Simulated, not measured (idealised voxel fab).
process module | voxel transistor to metal
cross-section cut | 165 nm wide | cells 5 nm
A cross-section is a grid of square cells, given in bands from the top down. A band is one or more rows of cells.
Each band's line starts with the height of the band's top and of its bottom, in nm. Then come its materials from left to right, each with its width in nm. One material with "throughout" fills the band from edge to edge. "air" is empty space.
Height 0 is the level under which the wafer as received is all one material. The lowest band goes on downwards, as in "0 down".
A width such as "30 to 40" changes by the same amount from each row of cells to the next, from the band's top row to its bottom row.
"no change" after a step means that no cell of the cross-section changed.
closed voids: empty space of 8 cells or more with no open way to the top, each as width x height at its distance from the left edge, in nm
after a step's settings: what the simulator itself notes on the step
overlay nm, on a step with a mask: how far to the right of its planned place the mask lay; to the left if negative
plan
1 op RECEIVE | material Si
2 op OXIDIZE | depth nm 5
3 op CONFORMAL_DEP | material SiN | thk nm 10
4 op MASKED_ETCH | tone cover | mask id ACTIVE | width nm 115 | etch materials SiN | depth nm 10 | overlay nm 0
5 op MASKED_ETCH | tone cover | mask id ACTIVE | width nm 115 | etch materials SiO2 | depth nm 5 | overlay nm 0
6 op MASKED_ETCH | tone cover | mask id ACTIVE | width nm 115 | etch materials Si | depth nm 30 | overlay nm 0
7 op OXIDIZE | depth nm 5
8 op FILL_DEP | material SiO2 | thk nm 10
9 op CMP | height nm 10
10 op SELECTIVE_ETCH | etch materials SiO2 | depth nm 5
11 op STRIP | etch materials SiN
12 op SELECTIVE_ETCH | etch materials SiO2 | depth nm 5
13 op OXIDIZE | depth nm 5
14 op DIRECTIONAL_DEP | material polySi | thk nm 20
15 op DIRECTIONAL_DEP | material SiCN | thk nm 15
16 op DIRECTIONAL_DEP | material aC | thk nm 15
17 op PATTERN | tone cover | mask id GATE | material resist | width nm 25 | thk nm 35 | overlay nm 0
18 op DIRECTIONAL_ETCH | etch materials aC | depth nm 15
19 op STRIP | etch materials resist
20 op DIRECTIONAL_ETCH | etch materials SiCN | depth nm 25
21 op DIRECTIONAL_ETCH | etch materials polySi | depth nm 30
22 op STRIP | etch materials aC
23 op CONFORMAL_DEP | material SiN | thk nm 10
24 op DIRECTIONAL_ETCH | etch materials SiN | depth nm 10
25 op DIRECTIONAL_ETCH | etch materials SiO2 | depth nm 5
26 op EPI | material pSi | thk nm 5
27 op FILL_DEP | material SiO2 | thk nm 5
28 op CMP | height nm 15
29 op STRIP | etch materials polySi
30 op SELECTIVE_ETCH | etch materials SiO2 | depth nm 5
31 op CONFORMAL_DEP | material HfO2 | thk nm 5
32 op CONFORMAL_DEP | material TiN | thk nm 5
33 op FILL_DEP | material W | thk nm 10
34 op CMP | height nm 10
35 op DIRECTIONAL_DEP | material SiO2 | thk nm 15
36 op DIRECTIONAL_DEP | material aC | thk nm 10
37 op PATTERN | tone open | mask id CONTACT | material resist | width nm 20 | pitch nm 85 | thk nm 25 | overlay nm 0
38 op DIRECTIONAL_ETCH | etch materials aC | depth nm 10
39 op STRIP | etch materials resist
40 op DIRECTIONAL_ETCH | etch materials SiO2 | depth nm 30
41 op STRIP | etch materials aC
42 op CONFORMAL_DEP | material TiN | thk nm 5
43 op FILL_DEP | material W | thk nm 5
44 op CMP | height nm 25
45 op CONFORMAL_DEP | material SiCN | thk nm 5
46 op DIRECTIONAL_DEP | material SiO2 | thk nm 20
47 op MASKED_ETCH | tone open | mask id METAL_1 | width nm 20 | pitch nm 85 | etch materials SiO2 | depth nm 20 | overlay nm 0
48 op MASKED_ETCH | tone open | mask id METAL_1 | width nm 20 | pitch nm 85 | etch materials SiCN | depth nm 5 | overlay nm 0
49 op CONFORMAL_DEP | material TiN | thk nm 5
50 op FILL_DEP | material Cu | thk nm 5
51 op CMP | height nm 50
52 op CONFORMAL_DEP | material SiCN | thk nm 5
as received, after step 1
  0 down: Si throughout
  closed voids: none
first wafer at the end, as planned
  55 to 50: SiCN throughout
  50 to 30: SiO2 30 | TiN 5 | Cu 10 | TiN 5 | SiO2 65 | TiN 5 | Cu 10 | TiN 5 | SiO2 30
  30 to 25: SiCN 30 | TiN 20 | SiCN 65 | TiN 20 | SiCN 30
  25 to 10: SiO2 30 | TiN 5 | W 10 | TiN 5 | SiO2 65 | TiN 5 | W 10 | TiN 5 | SiO2 30
  10 to 0: SiO2 30 | TiN 5 | W 10 | TiN 5 | SiO2 10 | SiN 10 | HfO2 5 | TiN 5 | W 5 | TiN 5 | HfO2 5 | SiN 10 | SiO2 10 | TiN 5 | W 10 | TiN 5 | SiO2 30
  0 to -5: SiO2 20 | SiN 10 | TiN 20 | SiO2 10 | SiN 10 | HfO2 5 | TiN 15 | HfO2 5 | SiN 10 | SiO2 10 | TiN 20 | SiN 10 | SiO2 20
  -5 to -10: SiO2 30 | pSi 30 | SiO2 5 | HfO2 35 | SiO2 5 | pSi 30 | SiO2 30
  -10 to -40: SiO2 30 | Si 105 | SiO2 30
  -40 down: Si throughout
  closed voids: none
second wafer at the end: like start, like plan, one mistake
  55 to 50: SiCN throughout
  50 to 30: SiO2 30 | TiN 5 | Cu 10 | TiN 5 | SiO2 65 | TiN 5 | Cu 10 | TiN 5 | SiO2 30
  30 to 25: SiCN 30 | TiN 20 | SiCN 65 | TiN 20 | SiCN 30
  25 to 10: SiO2 30 | TiN 5 | W 10 | TiN 5 | SiO2 65 | TiN 5 | W 10 | TiN 5 | SiO2 30
  10 to 0: SiO2 30 | TiN 5 | W 10 | TiN 5 | SiO2 10 | SiN 10 | HfO2 5 | Cu 5 | W 5 | Cu 5 | HfO2 5 | SiN 10 | SiO2 10 | TiN 5 | W 10 | TiN 5 | SiO2 30
  0 to -5: SiO2 20 | SiN 10 | TiN 20 | SiO2 10 | SiN 10 | HfO2 5 | Cu 15 | HfO2 5 | SiN 10 | SiO2 10 | TiN 20 | SiN 10 | SiO2 20
  -5 to -10: SiO2 30 | pSi 30 | SiO2 5 | HfO2 35 | SiO2 5 | pSi 30 | SiO2 30
  -10 to -40: SiO2 30 | Si 105 | SiO2 30
  -40 down: Si throughout
  closed voids: none
what went wrong: step 32 ran as: op CONFORMAL_DEP | material Cu | thk nm 5
at the end the second wafer has, in cells: 7 more of Cu | 7 fewer of TiN
